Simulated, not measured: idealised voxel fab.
process module | voxel released beams
cross-section cut | 170 nm wide | cells 5 nm
A cross-section is a grid of square cells, given in bands from the top down. A band is one or more rows of cells.
Each band's line starts with the height of the band's top and of its bottom, in nm. Then come its materials from left to right, each with its width in nm. One material with "throughout" fills the band from edge to edge. "air" is empty space.
Height 0 is the level under which the wafer as received is all one material. The lowest band goes on downwards, as in "0 down".
A width such as "30 to 40" changes by the same amount from each row of cells to the next, from the band's top row to its bottom row.
"no change" after a step means that no cell of the cross-section changed.
closed voids: empty space of 8 cells or more with no open way to the top, each as width x height at its distance from the left edge, in nm
after a step's settings: what the simulator itself notes on the step
overlay nm, on a step with a mask: how far to the right of its planned place the mask lay; to the left if negative
plan
1 op RECEIVE | material Si
2 op CONFORMAL_DEP | material Al2O3 | thk nm 5
3 op DIRECTIONAL_DEP | material SiO2 | thk nm 20
4 op PATTERN | tone open | mask id ANCHOR | material resist | width nm 30 | thk nm 20 | overlay nm 0
5 op DIRECTIONAL_ETCH | etch materials SiO2 | depth nm 20
6 op STRIP | etch materials resist
7 op CONFORMAL_DEP | material SiN | thk nm 15
8 op MASKED_ETCH | tone cover | mask id BEAM | width nm 85 | etch materials SiN | depth nm 15 | overlay nm 0
9 op STRIP | etch materials SiO2
varied across the wafers: width nm of step 4. The plan shows the first wafer's value. All wafers start alike
first wafer as received, after step 1
  0 down: Si throughout
  closed voids: none
each wafer at the end: cells of each material gained (+) or lost (-) since it was received, then its closed voids
width nm 30 | +34 Al2O3 | +75 SiN | closed voids: none
width nm 35 | +34 Al2O3 | +75 SiN | closed voids: none
width nm 40 | +34 Al2O3 | +75 SiN | closed voids: none
width nm 45 | +34 Al2O3 | +75 SiN | closed voids: none
width nm 50 | +34 Al2O3 | +75 SiN | closed voids: none
width nm 55 | +34 Al2O3 | +75 SiN | closed voids: none
